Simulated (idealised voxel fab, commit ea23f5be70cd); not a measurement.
Process module name: voxel wiring stack
Square cells of 5 nm make up the cross-section cut, whose width is 180 nm.
Square cells in a grid make up a cross-section in this document, and the grid is given as bands, listed from the top down, each one or more rows of cells.
The entry gives the band's vertical extent as a top height and a bottom height in nm, then its horizontal make-up as materials from left to right, each with a width in nm. "air" stands for empty space; a single material marked "all across" fills the band edge to edge.
Height 0 is the level under which the wafer as received is all one material. The lowest band goes on downwards, as in "from 0 down".
Per-row width for "30 to 40": begins at first number (top row of band), ends at second number (bottom row), increment between rows held constant.
"nothing got changed" (step): cross-section cells unchanged, all of them.
This entry, "closed voids", enumerates those empty regions of no fewer than 8 cells that possess no open connection to the top. Each region is reported in the form width x height at distance, the distance being taken from the left edge, with all three quantities expressed in nm.
Whatever follows a step's settings on its line is a remark the simulator itself makes about that step.
A step line may carry the setting "overlay nm", which, for steps involving a mask, states the distance by which the mask lay to the right of its intended position; negative values denote displacement to the left.

# The steps planned for the process are as follows
1. op RECEIVE | material Si
2. op CONFORMAL_DEP | material SiO2 | thk nm 15
3. op DIRECTIONAL_DEP | material TiN | thk nm 5
4. op DIRECTIONAL_DEP | material W | thk nm 20
5. op DIRECTIONAL_DEP | material aC | thk nm 10
6. op PATTERN | tone cover | mask id METAL_1 | material resist | width nm 30 | pitch nm 60 | thk nm 25 | overlay nm 0
7. op DIRECTIONAL_ETCH | etch materials aC | depth nm 10
8. op STRIP | etch materials resist
9. op DIRECTIONAL_ETCH | etch materials W | depth nm 20
10. op DIRECTIONAL_ETCH | etch materials TiN | depth nm 5
11. op STRIP | etch materials aC
12. op FILL_DEP | material lowk | thk nm 5
13. op CMP | height nm 40
14. op CONFORMAL_DEP | material SiCN | thk nm 5
15. op DIRECTIONAL_DEP | material SiO2 | thk nm 20
16. op DIRECTIONAL_DEP | material aC | thk nm 15
17. op PATTERN | tone open | mask id PLUG_1 | material resist | width nm 15 | pitch nm 60 | thk nm 35 | overlay nm 0
18. op DIRECTIONAL_ETCH | etch materials aC | depth nm 15
19. op STRIP | etch materials resist
20. op DIRECTIONAL_ETCH | etch materials SiO2 | depth nm 20
21. op DIRECTIONAL_ETCH | etch materials SiCN | depth nm 5
22. op STRIP | etch materials aC
23. op EPI | material Ru | thk nm 10
24. op EPI | material Ru | thk nm 10
25. op EPI | material Ru | thk nm 5
26. op DIRECTIONAL_DEP | material TiN | thk nm 5
27. op DIRECTIONAL_DEP | material Ru | thk nm 15
28. op MASKED_ETCH | tone cover | mask id METAL_2 | width nm 30 | pitch nm 60 | etch materials Ru | depth nm 15 | overlay nm 0
29. op MASKED_ETCH | tone cover | mask id METAL_2 | width nm 30 | pitch nm 60 | etch materials TiN | depth nm 5 | overlay nm 0
30. op CONFORMAL_DEP | material SiCN | thk nm 5
31. op FILL_DEP | material lowk | thk nm 5
32. op CMP | height nm 85
33. op CONFORMAL_DEP | material SiCN | thk nm 5

# The first of the two wafers, which ran as planned

# Incoming wafer in cross-section (state: after step 1)
  from 0 down | Si all across
  closed voids: none

# Sectional view: wafer, after step 2
  from 15 to 0 | SiO2 all across
  Below 0, the layers are the same as they were.

# Sectional view: wafer, after step 3
  from 20 to 15 | TiN all across
  Below 15, the layers are the same as they were.

# Sectional view: wafer, after step 4
  from 40 to 20 | W all across
  Below 20, the layers are the same as they were.

# Sectional view: wafer, after step 5
  from 50 to 40 | aC all across
  Below 40, the layers are the same as they were.

# Sectional view: wafer, after step 6
  from 75 to 50 | 15 of air  30 of resist  30 of air  30 of resist  30 of air  30 of resist  15 of air
  Below 50, the layers are the same as they were.

# Sectional view: wafer, after step 7
  from 65 to 50 | 15 of air  30 of resist  30 of air  30 of resist  30 of air  30 of resist  15 of air
  from 50 to 40 | 15 of air  30 of aC  30 of air  30 of aC  30 of air  30 of aC  15 of air
  Below 40, the layers are the same as they were.

# Sectional view: wafer, after step 8
  from 50 to 40 | 15 of air  30 of aC  30 of air  30 of aC  30 of air  30 of aC  15 of air
  Below 40, the layers are the same as they were.

# Sectional view: wafer, after step 9
  from 50 to 40 | 15 of air  30 of aC  30 of air  30 of aC  30 of air  30 of aC  15 of air
  from 40 to 20 | 15 of air  30 of W  30 of air  30 of W  30 of air  30 of W  15 of air
  Below 20, the layers are the same as they were.

# Sectional view: wafer, after step 10
  from 50 to 40 | 15 of air  30 of aC  30 of air  30 of aC  30 of air  30 of aC  15 of air
  from 40 to 20 | 15 of air  30 of W  30 of air  30 of W  30 of air  30 of W  15 of air
  from 20 to 15 | 15 of air  30 of TiN  30 of air  30 of TiN  30 of air  30 of TiN  15 of air
  Below 15, the layers are the same as they were.

# Sectional view: wafer, after step 11
  from 40 to 20 | 15 of air  30 of W  30 of air  30 of W  30 of air  30 of W  15 of air
  Below 20, the layers are the same as they were.

# Sectional view: wafer, after step 12
  from 45 to 40 | lowk all across
  from 40 to 20 | 15 of lowk  30 of W  30 of lowk  30 of W  30 of lowk  30 of W  15 of lowk
  from 20 to 15 | 15 of lowk  30 of TiN  30 of lowk  30 of TiN  30 of lowk  30 of TiN  15 of lowk
  Below 15, the layers are the same as they were.

# Sectional view: wafer, after step 13
  from 40 to 20 | 15 of lowk  30 of W  30 of lowk  30 of W  30 of lowk  30 of W  15 of lowk
  Below 20, the layers are the same as they were.

# Sectional view: wafer, after step 14
  from 45 to 40 | SiCN all across
  Below 40, the layers are the same as they were.

# Sectional view: wafer, after step 15
  from 65 to 45 | SiO2 all across
  Below 45, the layers are the same as they were.

# Sectional view: wafer, after step 16
  from 80 to 65 | aC all across
  Below 65, the layers are the same as they were.

# Sectional view: wafer, after step 17
  from 115 to 80 | 15 of resist  15 of air  45 of resist  15 of air  45 of resist  15 of air  30 of resist
  Below 80, the layers are the same as they were.

# Sectional view: wafer, after step 18
  from 100 to 80 | 15 of resist  15 of air  45 of resist  15 of air  45 of resist  15 of air  30 of resist
  from 80 to 65 | 15 of aC  15 of air  45 of aC  15 of air  45 of aC  15 of air  30 of aC
  Below 65, the layers are the same as they were.

# Sectional view: wafer, after step 19
  from 80 to 65 | 15 of aC  15 of air  45 of aC  15 of air  45 of aC  15 of air  30 of aC
  Below 65, the layers are the same as they were.

# Sectional view: wafer, after step 20
  from 80 to 65 | 15 of aC  15 of air  45 of aC  15 of air  45 of aC  15 of air  30 of aC
  from 65 to 45 | 15 of SiO2  15 of air  45 of SiO2  15 of air  45 of SiO2  15 of air  30 of SiO2
  Below 45, the layers are the same as they were.

# Sectional view: wafer, after step 21
  from 80 to 65 | 15 of aC  15 of air  45 of aC  15 of air  45 of aC  15 of air  30 of aC
  from 65 to 45 | 15 of SiO2  15 of air  45 of SiO2  15 of air  45 of SiO2  15 of air  30 of SiO2
  from 45 to 40 | 15 of SiCN  15 of air  45 of SiCN  15 of air  45 of SiCN  15 of air  30 of SiCN
  Below 40, the layers are the same as they were.

# Sectional view: wafer, after step 22
  from 65 to 45 | 15 of SiO2  15 of air  45 of SiO2  15 of air  45 of SiO2  15 of air  30 of SiO2
  Below 45, the layers are the same as they were.

# Sectional view: wafer, after step 23
  from 65 to 50 | 15 of SiO2  15 of air  45 of SiO2  15 of air  45 of SiO2  15 of air  30 of SiO2
  from 50 to 45 | 15 of SiO2  15 of Ru  45 of SiO2  15 of Ru  45 of SiO2  15 of Ru  30 of SiO2
  from 45 to 40 | 15 of SiCN  15 of Ru  45 of SiCN  15 of Ru  45 of SiCN  15 of Ru  30 of SiCN
  Below 40, the layers are the same as they were.

# Sectional view: wafer, after step 24
  from 65 to 60 | 15 of SiO2  15 of air  45 of SiO2  15 of air  45 of SiO2  15 of air  30 of SiO2
  from 60 to 45 | 15 of SiO2  15 of Ru  45 of SiO2  15 of Ru  45 of SiO2  15 of Ru  30 of SiO2
  Below 45, the layers are the same as they were.

# Sectional view: wafer, after step 25
  from 65 to 45 | 15 of SiO2  15 of Ru  45 of SiO2  15 of Ru  45 of SiO2  15 of Ru  30 of SiO2
  Below 45, the layers are the same as they were.

# Sectional view: wafer, after step 26
  from 70 to 65 | TiN all across
  Below 65, the layers are the same as they were.

# Sectional view: wafer, after step 27
  from 85 to 70 | Ru all across
  Below 70, the layers are the same as they were.

# Sectional view: wafer, after step 28
  from 85 to 70 | 15 of air  30 of Ru  30 of air  30 of Ru  30 of air  30 of Ru  15 of air
  Below 70, the layers are the same as they were.

# Sectional view: wafer, after step 29
  from 85 to 70 | 15 of air  30 of Ru  30 of air  30 of Ru  30 of air  30 of Ru  15 of air
  from 70 to 65 | 15 of air  30 of TiN  30 of air  30 of TiN  30 of air  30 of TiN  15 of air
  Below 65, the layers are the same as they were.

# Sectional view: wafer, after step 30
  from 90 to 85 | 10 of air  40 of SiCN  20 of air  40 of SiCN  20 of air  40 of SiCN  10 of air
  from 85 to 70 | 10 of air  5 of SiCN  30 of Ru  5 of SiCN  20 of air  5 of SiCN  30 of Ru  5 of SiCN  20 of air  5 of SiCN  30 of Ru  5 of SiCN  10 of air
  from 70 to 65 | 15 of SiCN  30 of TiN  30 of SiCN  30 of TiN  30 of SiCN  30 of TiN  15 of SiCN
  Below 65, the layers are the same as they were.

# Sectional view: wafer, after step 31
  from 95 to 90 | lowk all across
  from 90 to 85 | 10 of lowk  40 of SiCN  20 of lowk  40 of SiCN  20 of lowk  40 of SiCN  10 of lowk
  from 85 to 70 | 10 of lowk  5 of SiCN  30 of Ru  5 of SiCN  20 of lowk  5 of SiCN  30 of Ru  5 of SiCN  20 of lowk  5 of SiCN  30 of Ru  5 of SiCN  10 of lowk
  Below 70, the layers are the same as they were.

# Sectional view: wafer, after step 32
  from 85 to 70 | 10 of lowk  5 of SiCN  30 of Ru  5 of SiCN  20 of lowk  5 of SiCN  30 of Ru  5 of SiCN  20 of lowk  5 of SiCN  30 of Ru  5 of SiCN  10 of lowk
  Below 70, the layers are the same as they were.

# Sectional view: wafer, after step 33
  from 90 to 85 | SiCN all across
  Below 85, the layers are the same as they were.

# Second wafer - shared start and plan with the first - one error in running - same as the first up to step 27 inclusive

# Cross-section, second wafer, at the end time the plan gives for step 28
  from 85 to 70 | 15 of Ru  30 of air  30 of Ru  30 of air  30 of Ru  30 of air  15 of Ru
  Below 70, the layers are the same as they were.

Cross-section, second wafer, at the end time the plan gives for step 29: nothing got changed

# Cross-section, second wafer, at the end time the plan gives for step 30
  from 90 to 85 | 20 of SiCN  20 of air  40 of SiCN  20 of air  40 of SiCN  20 of air  20 of SiCN
  from 85 to 75 | 15 of Ru  5 of SiCN  20 of air  5 of SiCN  30 of Ru  5 of SiCN  20 of air  5 of SiCN  30 of Ru  5 of SiCN  20 of air  5 of SiCN  15 of Ru
  from 75 to 70 | 15 of Ru  30 of SiCN  30 of Ru  30 of SiCN  30 of Ru  30 of SiCN  15 of Ru
  Below 70, the layers are the same as they were.

# Cross-section, second wafer, at the end time the plan gives for step 31
  from 95 to 90 | lowk all across
  from 90 to 85 | 20 of SiCN  20 of lowk  40 of SiCN  20 of lowk  40 of SiCN  20 of lowk  20 of SiCN
  from 85 to 75 | 15 of Ru  5 of SiCN  20 of lowk  5 of SiCN  30 of Ru  5 of SiCN  20 of lowk  5 of SiCN  30 of Ru  5 of SiCN  20 of lowk  5 of SiCN  15 of Ru
  Below 75, the layers are the same as they were.

# Cross-section, second wafer, at the end time the plan gives for step 32
  from 85 to 75 | 15 of Ru  5 of SiCN  20 of lowk  5 of SiCN  30 of Ru  5 of SiCN  20 of lowk  5 of SiCN  30 of Ru  5 of SiCN  20 of lowk  5 of SiCN  15 of Ru
  Below 75, the layers are the same as they were.

# Cross-section, second wafer, at the end time the plan gives for step 33
  from 90 to 85 | SiCN all across
  Below 85, the layers are the same as they were.
What broke from the plan during processing? off-plan run, step 28, actual operation and settings op MASKED_ETCH | tone open | mask id METAL_2 | width nm 30 | pitch nm 60 | etch materials Ru | depth nm 15 | overlay nm 0
Upon completion, the second wafer contains, in terms of cells, a greater or smaller amount of certain materials than the first wafer: SiCN -6, TiN +18, lowk -12
